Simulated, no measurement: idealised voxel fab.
Module name: voxel plated lines (process module)
Cross-sectional view cut (width: 220 nm; square cell size: 5 nm).
We lay out every cross-section as a grid of square cells and spell it out in bands from the top down, where one band means one or more rows of cells.
Band: top height; bottom height; in nm. Then, left to right: material with width in nm, for each material. "full width": a single material spanning edge to edge. "empty": empty space.
It should be noted that heights are counted from 0, beneath which the wafer as supplied is of one material throughout, and that the lowest band possesses no lower boundary but continues downward, as written in "z 0 and below".
Top row gets the first number, bottom row gets the second, and each row in between changes by the same step: that is how a band width like "30->40" works.
Where a step carries "stayed the same", the cross-section came out of it unchanged, cell for cell.
What "Closed void entries" gives you is every empty space of 8 cells or more that is cut off from the top. Each appears as width x height at distance, with the distance taken from the left edge and width, height and distance all in nm.
Heads up: the bit after the settings on a step's line is the simulator's remark on that step.
Regarding "overlay nm": on a step with a mask, it is the distance the mask lay to the right of its planned place; a negative value places it to the left.

Plan
1,RECEIVE (material Si)
2,CONFORMAL_DEP (material SiN; thk nm 15)
3,DIRECTIONAL_DEP (material TiN; thk nm 5)
4,PATTERN (tone open; mask id LINES; material resist; width nm 15; pitch nm 35; thk nm 25; overlay nm 0)
5,EPI (material Ru; thk nm 10)
6,EPI (material Ru; thk nm 10)
7,STRIP (etch materials resist)
8,DIRECTIONAL_ETCH (etch materials TiN; depth nm 5)
9,CONFORMAL_DEP (material SiCN; thk nm 10)

First of two wafers - as planned

This is the cross-section of the wafer as we received it, i.e. after step 1
    z 0 and below | Si full width
    Closed void entries: none

Wafer xsec, post step 2
    z 15 to 0 | SiN full width
    Everything under 0 stays put, no change at all.

Wafer xsec, post step 3
    z 20 to 15 | TiN full width
    Everything under 15 stays put, no change at all.

Wafer xsec, post step 4
    z 45 to 20 | resist (85) / empty (15) / resist (20) / empty (15) / resist (85)
    Everything under 20 stays put, no change at all.

Wafer xsec, post step 5
    z 45 to 30 | resist (85) / empty (15) / resist (20) / empty (15) / resist (85)
    z 30 to 20 | resist (85) / Ru (15) / resist (20) / Ru (15) / resist (85)
    Everything under 20 stays put, no change at all.

Wafer xsec, post step 6
    z 45 to 40 | resist (85) / empty (15) / resist (20) / empty (15) / resist (85)
    z 40 to 20 | resist (85) / Ru (15) / resist (20) / Ru (15) / resist (85)
    Everything under 20 stays put, no change at all.

Wafer xsec, post step 7
    z 40 to 20 | empty (85) / Ru (15) / empty (20) / Ru (15) / empty (85)
    Everything under 20 stays put, no change at all.

Wafer xsec, post step 8
    z 40 to 20 | empty (85) / Ru (15) / empty (20) / Ru (15) / empty (85)
    z 20 to 15 | empty (85) / TiN (15) / empty (20) / TiN (15) / empty (85)
    Everything under 15 stays put, no change at all.

Wafer xsec, post step 9
    z 50 to 40 | empty (75) / SiCN (70) / empty (75)
    z 40 to 25 | empty (75) / SiCN (10) / Ru (15) / SiCN (20) / Ru (15) / SiCN (10) / empty (75)
    z 25 to 20 | SiCN (85) / Ru (15) / SiCN (20) / Ru (15) / SiCN (85)
    z 20 to 15 | SiCN (85) / TiN (15) / SiCN (20) / TiN (15) / SiCN (85)
    Everything under 15 stays put, no change at all.

For the second wafer, take the first wafer's start and plan, then add one mistake made in running it; everything through step 4, that step included, is shared with the first

Second wafer, section view, time point: scheduled end of step 6
    z 50 to 45 | empty (80) / Ru (25) / empty (10) / Ru (25) / empty (80)
    z 45 to 20 | resist (85) / Ru (15) / resist (20) / Ru (15) / resist (85)
    Everything under 20 stays put, no change at all.

Second wafer, section view, time point: scheduled end of step 7
    z 50 to 45 | empty (80) / Ru (25) / empty (10) / Ru (25) / empty (80)
    z 45 to 20 | empty (85) / Ru (15) / empty (20) / Ru (15) / empty (85)
    Everything under 20 stays put, no change at all.

Second wafer, section view, time point: scheduled end of step 8
    z 50 to 45 | empty (80) / Ru (25) / empty (10) / Ru (25) / empty (80)
    z 45 to 20 | empty (85) / Ru (15) / empty (20) / Ru (15) / empty (85)
    z 20 to 15 | empty (80) / TiN (25) / empty (10) / TiN (25) / empty (80)
    Everything under 15 stays put, no change at all.

Second wafer, section view, time point: scheduled end of step 9
    z 60 to 50 | empty (70) / SiCN (80) / empty (70)
    z 50 to 40 | empty (70) / SiCN (10->15) / Ru (25->15) / SiCN (10->20) / Ru (25->15) / SiCN (10->15) / empty (70)
    z 40 to 30 | empty (70->75) / SiCN (15->10) / Ru (15) / SiCN (5) / empty (10) / SiCN (5) / Ru (15) / SiCN (15->10) / empty (70->75)
    z 30 to 25 | empty (70) / SiCN (15) / Ru (15) / SiCN (5) / empty (10) / SiCN (5) / Ru (15) / SiCN (15) / empty (70)
    z 25 to 20 | SiCN (85) / Ru (15) / SiCN (20) / Ru (15) / SiCN (85)
    z 20 to 15 | SiCN (80) / TiN (25) / SiCN (10) / TiN (25) / SiCN (80)
    Everything under 15 stays put, no change at all.
What was the processing mistake? one of steps 5 and 6 run twice (steps identical, which one unknown)
Heads up, by the end the second wafer has more or fewer cells of some materials compared to the first: +16 Ru, +14 SiCN, +4 TiN
